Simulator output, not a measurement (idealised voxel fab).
Process module under the name voxel wiring stack
The cross-section shown here is cut; it is 195 nm wide and divided into square cells measuring 5 nm on a side.
Think of the cross-section as a grid of square cells. We describe it in bands, top to bottom, and each band covers one or more rows of those cells.
For a band, the entry starts with two heights in nm, that of the top and then that of the bottom, and carries on with the band's materials in order from left to right, each alongside its width in nm; the word "throughout" beside a single material means it fills the band edge to edge, and "blank" means empty space.
Counting heights begins at 0, where everything beneath is, in the wafer as received, one material. The lowest band has no bottom; it goes on downwards, as "0 nm and below" shows.
A width given as "30 to 40" starts at the first number in the band's top row and ends at the second number in its bottom row, shifting by an equal amount at every step from row to row.
When a step is marked "remains unaltered", none of the cells in the cross-section changed during that step.
Empty spaces counting at least 8 cells and having no open way to the top are listed in "Fully sealed voids". The notation width x height at distance is used for each, the distance being from the left edge and all three values in nm.
Past the settings on a step's line: simulator remark, on that step.
Among the settings permitted on a step's line is "overlay nm"; applied to a step with a mask, it specifies the extent to which the mask lay to the right of its planned position, whereas a negative figure signifies a position to the left.
## So here's the lineup of process steps we planned
| 1 | RECEIVE with material Si |
| 2 | CONFORMAL_DEP with material SiO2, thk nm 15 |
| 3 | DIRECTIONAL_DEP with material TiN, thk nm 5 |
| 4 | DIRECTIONAL_DEP with material Ru, thk nm 15 |
| 5 | PATTERN with tone cover, mask id METAL_1, material resist, width nm 30, pitch nm 45, thk nm 20, overlay nm 0 |
| 6 | DIRECTIONAL_ETCH with etch materials Ru, depth nm 15 |
| 7 | DIRECTIONAL_ETCH with etch materials TiN, depth nm 5 |
| 8 | STRIP with etch materials resist |
| 9 | CONFORMAL_DEP with material SiCN, thk nm 5 |
| 10 | FILL_DEP with material SiO2, thk nm 5 |
| 11 | CMP with height nm 35 |
| 12 | CONFORMAL_DEP with material SiCN, thk nm 5 |
| 13 | DIRECTIONAL_DEP with material SiO2, thk nm 20 |
| 14 | PATTERN with tone open, mask id PLUG_1, material resist, width nm 15, pitch nm 90, thk nm 15, overlay nm 0 |
| 15 | DIRECTIONAL_ETCH with etch materials SiO2, depth nm 20 |
| 16 | DIRECTIONAL_ETCH with etch materials SiCN, depth nm 5 |
| 17 | STRIP with etch materials resist |
| 18 | EPI with material Ru, thk nm 10 |
| 19 | EPI with material Ru, thk nm 10 |
| 20 | EPI with material Ru, thk nm 5 |
| 21 | DIRECTIONAL_DEP with material TiN, thk nm 5 |
| 22 | DIRECTIONAL_DEP with material Ru, thk nm 20 |
| 23 | MASKED_ETCH with tone cover, mask id METAL_2, width nm 30, pitch nm 45, etch materials Ru, depth nm 20, overlay nm 0 |
| 24 | MASKED_ETCH with tone cover, mask id METAL_2, width nm 30, pitch nm 45, etch materials TiN, depth nm 5, overlay nm 0 |
| 25 | FILL_DEP with material SiO2, thk nm 10 |
| 26 | CMP with height nm 85 |
| 27 | CONFORMAL_DEP with material SiN, thk nm 5 |
## First of two wafers, processed according to plan
## Incoming wafer, cross-sectional view, post step 1
    0 nm and below: Si throughout
    Fully sealed voids: none
## The following cross-section depicts the wafer upon completion of step 2
    15 nm to 0 nm: SiO2 throughout
    Whatever lies below 0 is exactly as it was before.
## The following cross-section depicts the wafer upon completion of step 3
    20 nm to 15 nm: TiN throughout
    Whatever lies below 15 is exactly as it was before.
## The following cross-section depicts the wafer upon completion of step 4
    35 nm to 20 nm: Ru throughout
    Whatever lies below 20 is exactly as it was before.
## The following cross-section depicts the wafer upon completion of step 5
    55 nm to 35 nm: blank: 15; resist: 30; blank: 15; resist: 30; blank: 15; resist: 30; blank: 15; resist: 30; blank: 15
    Whatever lies below 35 is exactly as it was before.
## The following cross-section depicts the wafer upon completion of step 6
    55 nm to 35 nm: blank: 15; resist: 30; blank: 15; resist: 30; blank: 15; resist: 30; blank: 15; resist: 30; blank: 15
    35 nm to 20 nm: blank: 15; Ru: 30; blank: 15; Ru: 30; blank: 15; Ru: 30; blank: 15; Ru: 30; blank: 15
    Whatever lies below 20 is exactly as it was before.
## The following cross-section depicts the wafer upon completion of step 7
    55 nm to 35 nm: blank: 15; resist: 30; blank: 15; resist: 30; blank: 15; resist: 30; blank: 15; resist: 30; blank: 15
    35 nm to 20 nm: blank: 15; Ru: 30; blank: 15; Ru: 30; blank: 15; Ru: 30; blank: 15; Ru: 30; blank: 15
    20 nm to 15 nm: blank: 15; TiN: 30; blank: 15; TiN: 30; blank: 15; TiN: 30; blank: 15; TiN: 30; blank: 15
    Whatever lies below 15 is exactly as it was before.
## The following cross-section depicts the wafer upon completion of step 8
    35 nm to 20 nm: blank: 15; Ru: 30; blank: 15; Ru: 30; blank: 15; Ru: 30; blank: 15; Ru: 30; blank: 15
    Whatever lies below 20 is exactly as it was before.
## The following cross-section depicts the wafer upon completion of step 9
    40 nm to 35 nm: blank: 10; SiCN: 40; blank: 5; SiCN: 40; blank: 5; SiCN: 40; blank: 5; SiCN: 40; blank: 10
    35 nm to 20 nm: blank: 10; SiCN: 5; Ru: 30; SiCN: 5; blank: 5; SiCN: 5; Ru: 30; SiCN: 5; blank: 5; SiCN: 5; Ru: 30; SiCN: 5; blank: 5; SiCN: 5; Ru: 30; SiCN: 5; blank: 10
    20 nm to 15 nm: SiCN: 15; TiN: 30; SiCN: 15; TiN: 30; SiCN: 15; TiN: 30; SiCN: 15; TiN: 30; SiCN: 15
    Whatever lies below 15 is exactly as it was before.
## The following cross-section depicts the wafer upon completion of step 10
    45 nm to 40 nm: SiO2 throughout
    40 nm to 35 nm: SiO2: 10; SiCN: 40; SiO2: 5; SiCN: 40; SiO2: 5; SiCN: 40; SiO2: 5; SiCN: 40; SiO2: 10
    35 nm to 20 nm: SiO2: 10; SiCN: 5; Ru: 30; SiCN: 5; SiO2: 5; SiCN: 5; Ru: 30; SiCN: 5; SiO2: 5; SiCN: 5; Ru: 30; SiCN: 5; SiO2: 5; SiCN: 5; Ru: 30; SiCN: 5; SiO2: 10
    Whatever lies below 20 is exactly as it was before.
## The following cross-section depicts the wafer upon completion of step 11
    35 nm to 20 nm: SiO2: 10; SiCN: 5; Ru: 30; SiCN: 5; SiO2: 5; SiCN: 5; Ru: 30; SiCN: 5; SiO2: 5; SiCN: 5; Ru: 30; SiCN: 5; SiO2: 5; SiCN: 5; Ru: 30; SiCN: 5; SiO2: 10
    Whatever lies below 20 is exactly as it was before.
## The following cross-section depicts the wafer upon completion of step 12
    40 nm to 35 nm: SiCN throughout
    Whatever lies below 35 is exactly as it was before.
## The following cross-section depicts the wafer upon completion of step 13
    60 nm to 40 nm: SiO2 throughout
    Whatever lies below 40 is exactly as it was before.
## The following cross-section depicts the wafer upon completion of step 14
    75 nm to 60 nm: resist: 15; blank: 15; resist: 75; blank: 15; resist: 75
    Whatever lies below 60 is exactly as it was before.
## The following cross-section depicts the wafer upon completion of step 15
    75 nm to 60 nm: resist: 15; blank: 15; resist: 75; blank: 15; resist: 75
    60 nm to 40 nm: SiO2: 15; blank: 15; SiO2: 75; blank: 15; SiO2: 75
    Whatever lies below 40 is exactly as it was before.
## The following cross-section depicts the wafer upon completion of step 16
    75 nm to 60 nm: resist: 15; blank: 15; resist: 75; blank: 15; resist: 75
    60 nm to 40 nm: SiO2: 15; blank: 15; SiO2: 75; blank: 15; SiO2: 75
    40 nm to 35 nm: SiCN: 15; blank: 15; SiCN: 75; blank: 15; SiCN: 75
    Whatever lies below 35 is exactly as it was before.
## The following cross-section depicts the wafer upon completion of step 17
    60 nm to 40 nm: SiO2: 15; blank: 15; SiO2: 75; blank: 15; SiO2: 75
    Whatever lies below 40 is exactly as it was before.
## The following cross-section depicts the wafer upon completion of step 18
    60 nm to 45 nm: SiO2: 15; blank: 15; SiO2: 75; blank: 15; SiO2: 75
    45 nm to 40 nm: SiO2: 15; Ru: 15; SiO2: 75; Ru: 15; SiO2: 75
    40 nm to 35 nm: SiCN: 15; Ru: 15; SiCN: 75; Ru: 15; SiCN: 75
    Whatever lies below 35 is exactly as it was before.
## The following cross-section depicts the wafer upon completion of step 19
    60 nm to 55 nm: SiO2: 15; blank: 15; SiO2: 75; blank: 15; SiO2: 75
    55 nm to 40 nm: SiO2: 15; Ru: 15; SiO2: 75; Ru: 15; SiO2: 75
    Whatever lies below 40 is exactly as it was before.
## The following cross-section depicts the wafer upon completion of step 20
    60 nm to 40 nm: SiO2: 15; Ru: 15; SiO2: 75; Ru: 15; SiO2: 75
    Whatever lies below 40 is exactly as it was before.
## The following cross-section depicts the wafer upon completion of step 21
    65 nm to 60 nm: TiN throughout
    Whatever lies below 60 is exactly as it was before.
## The following cross-section depicts the wafer upon completion of step 22
    85 nm to 65 nm: Ru throughout
    Whatever lies below 65 is exactly as it was before.
## The following cross-section depicts the wafer upon completion of step 23
    85 nm to 65 nm: blank: 15; Ru: 30; blank: 15; Ru: 30; blank: 15; Ru: 30; blank: 15; Ru: 30; blank: 15
    Whatever lies below 65 is exactly as it was before.
## The following cross-section depicts the wafer upon completion of step 24
    85 nm to 65 nm: blank: 15; Ru: 30; blank: 15; Ru: 30; blank: 15; Ru: 30; blank: 15; Ru: 30; blank: 15
    65 nm to 60 nm: blank: 15; TiN: 30; blank: 15; TiN: 30; blank: 15; TiN: 30; blank: 15; TiN: 30; blank: 15
    Whatever lies below 60 is exactly as it was before.
## The following cross-section depicts the wafer upon completion of step 25
    95 nm to 85 nm: SiO2 throughout
    85 nm to 65 nm: SiO2: 15; Ru: 30; SiO2: 15; Ru: 30; SiO2: 15; Ru: 30; SiO2: 15; Ru: 30; SiO2: 15
    65 nm to 60 nm: SiO2: 15; TiN: 30; SiO2: 15; TiN: 30; SiO2: 15; TiN: 30; SiO2: 15; TiN: 30; SiO2: 15
    Whatever lies below 60 is exactly as it was before.
## The following cross-section depicts the wafer upon completion of step 26
    85 nm to 65 nm: SiO2: 15; Ru: 30; SiO2: 15; Ru: 30; SiO2: 15; Ru: 30; SiO2: 15; Ru: 30; SiO2: 15
    Whatever lies below 65 is exactly as it was before.
## The following cross-section depicts the wafer upon completion of step 27
    90 nm to 85 nm: SiN throughout
    Whatever lies below 85 is exactly as it was before.
## second wafer: like start, like plan, one mistake. Through step 1 it matches the first wafer
## Cross-section, second wafer, at the end time the plan gives for step 2
    30 nm to 0 nm: SiO2 throughout
    Whatever lies below 0 is exactly as it was before.
## Cross-section, second wafer, at the end time the plan gives for step 3
    35 nm to 30 nm: TiN throughout
    Whatever lies below 30 is exactly as it was before.
## Cross-section, second wafer, at the end time the plan gives for step 4
    50 nm to 35 nm: Ru throughout
    Whatever lies below 35 is exactly as it was before.
## Cross-section, second wafer, at the end time the plan gives for step 5
    70 nm to 50 nm: blank: 15; resist: 30; blank: 15; resist: 30; blank: 15; resist: 30; blank: 15; resist: 30; blank: 15
    Whatever lies below 50 is exactly as it was before.
## Cross-section, second wafer, at the end time the plan gives for step 6
    70 nm to 50 nm: blank: 15; resist: 30; blank: 15; resist: 30; blank: 15; resist: 30; blank: 15; resist: 30; blank: 15
    50 nm to 35 nm: blank: 15; Ru: 30; blank: 15; Ru: 30; blank: 15; Ru: 30; blank: 15; Ru: 30; blank: 15
    Whatever lies below 35 is exactly as it was before.
## Cross-section, second wafer, at the end time the plan gives for step 7
    70 nm to 50 nm: blank: 15; resist: 30; blank: 15; resist: 30; blank: 15; resist: 30; blank: 15; resist: 30; blank: 15
    50 nm to 35 nm: blank: 15; Ru: 30; blank: 15; Ru: 30; blank: 15; Ru: 30; blank: 15; Ru: 30; blank: 15
    35 nm to 30 nm: blank: 15; TiN: 30; blank: 15; TiN: 30; blank: 15; TiN: 30; blank: 15; TiN: 30; blank: 15
    Whatever lies below 30 is exactly as it was before.
## Cross-section, second wafer, at the end time the plan gives for step 8
    50 nm to 35 nm: blank: 15; Ru: 30; blank: 15; Ru: 30; blank: 15; Ru: 30; blank: 15; Ru: 30; blank: 15
    Whatever lies below 35 is exactly as it was before.
## Cross-section, second wafer, at the end time the plan gives for step 9
    55 nm to 50 nm: blank: 10; SiCN: 40; blank: 5; SiCN: 40; blank: 5; SiCN: 40; blank: 5; SiCN: 40; blank: 10
    50 nm to 35 nm: blank: 10; SiCN: 5; Ru: 30; SiCN: 5; blank: 5; SiCN: 5; Ru: 30; SiCN: 5; blank: 5; SiCN: 5; Ru: 30; SiCN: 5; blank: 5; SiCN: 5; Ru: 30; SiCN: 5; blank: 10
    35 nm to 30 nm: SiCN: 15; TiN: 30; SiCN: 15; TiN: 30; SiCN: 15; TiN: 30; SiCN: 15; TiN: 30; SiCN: 15
    Whatever lies below 30 is exactly as it was before.
## Cross-section, second wafer, at the end time the plan gives for step 10
    60 nm to 55 nm: SiO2 throughout
    55 nm to 50 nm: SiO2: 10; SiCN: 40; SiO2: 5; SiCN: 40; SiO2: 5; SiCN: 40; SiO2: 5; SiCN: 40; SiO2: 10
    50 nm to 35 nm: SiO2: 10; SiCN: 5; Ru: 30; SiCN: 5; SiO2: 5; SiCN: 5; Ru: 30; SiCN: 5; SiO2: 5; SiCN: 5; Ru: 30; SiCN: 5; SiO2: 5; SiCN: 5; Ru: 30; SiCN: 5; SiO2: 10
    Whatever lies below 35 is exactly as it was before.
## Cross-section, second wafer, at the end time the plan gives for step 11
    35 nm to 30 nm: SiCN: 15; TiN: 30; SiCN: 15; TiN: 30; SiCN: 15; TiN: 30; SiCN: 15; TiN: 30; SiCN: 15
    Whatever lies below 30 is exactly as it was before.
## Cross-section, second wafer, at the end time the plan gives for step 12
    40 nm to 35 nm: SiCN throughout
    Whatever lies below 35 is exactly as it was before.
## Cross-section, second wafer, at the end time the plan gives for step 13
    60 nm to 40 nm: SiO2 throughout
    Whatever lies below 40 is exactly as it was before.
## Cross-section, second wafer, at the end time the plan gives for step 14
    75 nm to 60 nm: resist: 15; blank: 15; resist: 75; blank: 15; resist: 75
    Whatever lies below 60 is exactly as it was before.
## Cross-section, second wafer, at the end time the plan gives for step 15
    75 nm to 60 nm: resist: 15; blank: 15; resist: 75; blank: 15; resist: 75
    60 nm to 40 nm: SiO2: 15; blank: 15; SiO2: 75; blank: 15; SiO2: 75
    Whatever lies below 40 is exactly as it was before.
## Cross-section, second wafer, at the end time the plan gives for step 16
    75 nm to 60 nm: resist: 15; blank: 15; resist: 75; blank: 15; resist: 75
    60 nm to 40 nm: SiO2: 15; blank: 15; SiO2: 75; blank: 15; SiO2: 75
    40 nm to 35 nm: SiCN: 15; blank: 15; SiCN: 75; blank: 15; SiCN: 75
    Whatever lies below 35 is exactly as it was before.
## Cross-section, second wafer, at the end time the plan gives for step 17
    60 nm to 40 nm: SiO2: 15; blank: 15; SiO2: 75; blank: 15; SiO2: 75
    Whatever lies below 40 is exactly as it was before.
## Cross-section, second wafer, at the end time the plan gives for step 18
    60 nm to 45 nm: SiO2: 15; blank: 15; SiO2: 75; blank: 15; SiO2: 75
    45 nm to 40 nm: SiO2: 15; Ru: 15; SiO2: 75; Ru: 15; SiO2: 75
    40 nm to 35 nm: SiCN: 15; Ru: 15; SiCN: 75; Ru: 15; SiCN: 75
    Whatever lies below 35 is exactly as it was before.
## Cross-section, second wafer, at the end time the plan gives for step 19
    60 nm to 55 nm: SiO2: 15; blank: 15; SiO2: 75; blank: 15; SiO2: 75
    55 nm to 40 nm: SiO2: 15; Ru: 15; SiO2: 75; Ru: 15; SiO2: 75
    Whatever lies below 40 is exactly as it was before.
## Cross-section, second wafer, at the end time the plan gives for step 20
    60 nm to 40 nm: SiO2: 15; Ru: 15; SiO2: 75; Ru: 15; SiO2: 75
    Whatever lies below 40 is exactly as it was before.
## Cross-section, second wafer, at the end time the plan gives for step 21
    65 nm to 60 nm: TiN throughout
    Whatever lies below 60 is exactly as it was before.
## Cross-section, second wafer, at the end time the plan gives for step 22
    85 nm to 65 nm: Ru throughout
    Whatever lies below 65 is exactly as it was before.
## Cross-section, second wafer, at the end time the plan gives for step 23
    85 nm to 65 nm: blank: 15; Ru: 30; blank: 15; Ru: 30; blank: 15; Ru: 30; blank: 15; Ru: 30; blank: 15
    Whatever lies below 65 is exactly as it was before.
## Cross-section, second wafer, at the end time the plan gives for step 24
    85 nm to 65 nm: blank: 15; Ru: 30; blank: 15; Ru: 30; blank: 15; Ru: 30; blank: 15; Ru: 30; blank: 15
    65 nm to 60 nm: blank: 15; TiN: 30; blank: 15; TiN: 30; blank: 15; TiN: 30; blank: 15; TiN: 30; blank: 15
    Whatever lies below 60 is exactly as it was before.
## Cross-section, second wafer, at the end time the plan gives for step 25
    95 nm to 85 nm: SiO2 throughout
    85 nm to 65 nm: SiO2: 15; Ru: 30; SiO2: 15; Ru: 30; SiO2: 15; Ru: 30; SiO2: 15; Ru: 30; SiO2: 15
    65 nm to 60 nm: SiO2: 15; TiN: 30; SiO2: 15; TiN: 30; SiO2: 15; TiN: 30; SiO2: 15; TiN: 30; SiO2: 15
    Whatever lies below 60 is exactly as it was before.
## Cross-section, second wafer, at the end time the plan gives for step 26
    85 nm to 65 nm: SiO2: 15; Ru: 30; SiO2: 15; Ru: 30; SiO2: 15; Ru: 30; SiO2: 15; Ru: 30; SiO2: 15
    Whatever lies below 65 is exactly as it was before.
## Cross-section, second wafer, at the end time the plan gives for step 27
    90 nm to 85 nm: SiN throughout
    Whatever lies below 85 is exactly as it was before.
The mistake made against the process plan was this: in the plan, step 2 was performed twice
FYI, end of process, the second wafer has more or fewer cells of some materials than the first: Ru -72; SiCN -24; SiO2 +96
